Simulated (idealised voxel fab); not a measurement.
This section sets out a process module, namely voxel capacitor over wiring.
cross-section cut | 240 nm wide | cells 5 nm
Cross-section = grid of square cells, listed top down in bands; band = one or more rows.
For a band, the entry starts with two heights in nm, that of the top and then that of the bottom, and carries on with the band's materials in order from left to right, each alongside its width in nm; the word "edge to edge" beside a single material means it fills the band edge to edge, and "empty" means empty space.
The reference from which all heights are counted is 0, the level beneath which the as-received wafer is entirely one material; the lowest band, having no lower bound, proceeds downward and is written after the example "0..down".
When a width is written as two numbers, as in "30->40", the first number is the width in the top row of cells of the band and the second is the width in its bottom row, and the width changes by the same amount from each row to the next.
Basically "nothing altered" means that step didn't change any cell in the cross-section.
Closed empty spaces (no open way to the top) of 8 cells or more are what "Enclosed internal voids" lists, each as width x height at distance from the left edge, nm for all three.
Where a step's line continues beyond its settings, the continuation is a remark by the simulator itself on that step.
overlay nm: where the mask lay relative to plan, measured to the right, on steps with a mask; negatives go left.

[Steps planned for the process]
1: RECEIVE, material Si
2: CONFORMAL_DEP, material SiO2, thk nm 15
3: DIRECTIONAL_DEP, material TiN, thk nm 5
4: DIRECTIONAL_DEP, material Ru, thk nm 15
5: DIRECTIONAL_DEP, material aC, thk nm 10
6: PATTERN, tone cover, mask id METAL_1, material resist, width nm 25, pitch nm 75, thk nm 25, overlay nm 0
7: DIRECTIONAL_ETCH, etch materials aC, depth nm 10
8: STRIP, etch materials resist
9: DIRECTIONAL_ETCH, etch materials Ru, depth nm 15
10: DIRECTIONAL_ETCH, etch materials TiN, depth nm 5
11: STRIP, etch materials aC
12: FILL_DEP, material SiO2, thk nm 10
13: CMP, height nm 35
14: CONFORMAL_DEP, material SiCN, thk nm 5
15: DIRECTIONAL_DEP, material SiO2, thk nm 20
16: MASKED_ETCH, tone open, mask id PLUG_1, width nm 15, etch materials SiO2, depth nm 20, overlay nm 0
17: MASKED_ETCH, tone open, mask id PLUG_1, width nm 15, etch materials SiCN, depth nm 5, overlay nm 0
18: EPI, material Ru, thk nm 10
19: EPI, material Ru, thk nm 10
20: EPI, material Ru, thk nm 5
21: DIRECTIONAL_DEP, material TiN, thk nm 10
22: DIRECTIONAL_DEP, material SiN, thk nm 5
23: DIRECTIONAL_DEP, material TiN, thk nm 10
24: DIRECTIONAL_DEP, material aC, thk nm 15
25: PATTERN, tone cover, mask id UPPER_PLATE, material resist, width nm 55, thk nm 30, overlay nm 0
26: DIRECTIONAL_ETCH, etch materials aC, depth nm 15
27: STRIP, etch materials resist
28: DIRECTIONAL_ETCH, etch materials TiN, depth nm 10
29: DIRECTIONAL_ETCH, etch materials SiN, depth nm 5
30: STRIP, etch materials aC
31: DIRECTIONAL_DEP, material aC, thk nm 15
32: PATTERN, tone cover, mask id LOWER_PLATE, material resist, width nm 65, thk nm 30, overlay nm -15
33: DIRECTIONAL_ETCH, etch materials aC, depth nm 15
34: STRIP, etch materials resist
35: DIRECTIONAL_ETCH, etch materials TiN, depth nm 10
36: STRIP, etch materials aC
37: FILL_DEP, material SiO2, thk nm 15
38: CMP, height nm 95
39: DIRECTIONAL_DEP, material aC, thk nm 10
40: PATTERN, tone open, mask id PLUG_2, material resist, width nm 15, thk nm 30, overlay nm 0
41: DIRECTIONAL_ETCH, etch materials aC, depth nm 10
42: STRIP, etch materials resist
43: DIRECTIONAL_ETCH, etch materials SiO2, depth nm 10
44: STRIP, etch materials aC
45: CONFORMAL_DEP, material TiN, thk nm 5
46: FILL_DEP, material Cu, thk nm 5
47: CMP, height nm 95
48: CONFORMAL_DEP, material SiN, thk nm 5
The plan shows the overlay nm of step 32 as the first wafer had it; this setting differs between the wafers, which start out alike.

[As received, i.e. after step 1: cross-section through the first of several wafers]
* 0..down = Si edge to edge
* Enclosed internal voids: none

[First of several wafers, sectioned at end of module (last step: step 48)]
* 100..95 = SiN edge to edge
* 95..90 = SiO2=90  TiN=5  Cu=5  TiN=5  SiO2=135
* 90..85 = SiO2=90  TiN=15  SiO2=135
* 85..75 = SiO2=80  TiN=45  SiO2=115
* 75..70 = SiO2=80  SiN=55  SiO2=105
* 70..60 = SiO2=60  TiN=75  SiO2=105
* 60..40 = SiO2=80  Ru=15  SiO2=145
* 40..35 = SiCN=80  Ru=15  SiCN=145
* 35..20 = SiO2=70  Ru=25  SiO2=50  Ru=25  SiO2=70
* 20..15 = SiO2=70  TiN=25  SiO2=50  TiN=25  SiO2=70
* 15..0 = SiO2 edge to edge
* 0..down = Si edge to edge
* Enclosed internal voids: none

[Wafer cross-section (last wafer, module end)]
* 100..95 = SiN edge to edge
* 95..90 = SiO2=90  TiN=5  Cu=5  TiN=5  SiO2=135
* 90..85 = SiO2=90  TiN=15  SiO2=135
* 85..75 = SiO2=90  TiN=45  SiO2=105
* 75..70 = SiO2=80  SiN=55  SiO2=105
* 70..60 = SiO2=80  TiN=75  SiO2=85
* 60..40 = SiO2=80  Ru=15  SiO2=145
* 40..35 = SiCN=80  Ru=15  SiCN=145
* 35..20 = SiO2=70  Ru=25  SiO2=50  Ru=25  SiO2=70
* 20..15 = SiO2=70  TiN=25  SiO2=50  TiN=25  SiO2=70
* 15..0 = SiO2 edge to edge
* 0..down = Si edge to edge
* Enclosed internal voids: none

[Basically each wafer gets a line in the table, showing it at the end of the module: material by material, the cells it gained (+) or lost (-) since we got it, then its closed voids]
overlay nm -15 | +1 Cu | +45 Ru | +45 SiCN | +59 SiN | +747 SiO2 | +63 TiN | Enclosed internal voids: none
overlay nm -10 | +1 Cu | +45 Ru | +45 SiCN | +59 SiN | +747 SiO2 | +63 TiN | Enclosed internal voids: none
overlay nm -5 | +1 Cu | +45 Ru | +45 SiCN | +59 SiN | +747 SiO2 | +63 TiN | Enclosed internal voids: none
overlay nm 0 | +1 Cu | +45 Ru | +45 SiCN | +59 SiN | +747 SiO2 | +63 TiN | Enclosed internal voids: none
overlay nm 5 | +1 Cu | +45 Ru | +45 SiCN | +59 SiN | +747 SiO2 | +63 TiN | Enclosed internal voids: none
overlay nm 10 | +1 Cu | +45 Ru | +45 SiCN | +59 SiN | +747 SiO2 | +63 TiN | Enclosed internal voids: none
overlay nm 15 | +1 Cu | +45 Ru | +45 SiCN | +59 SiN | +747 SiO2 | +63 TiN | Enclosed internal voids: none
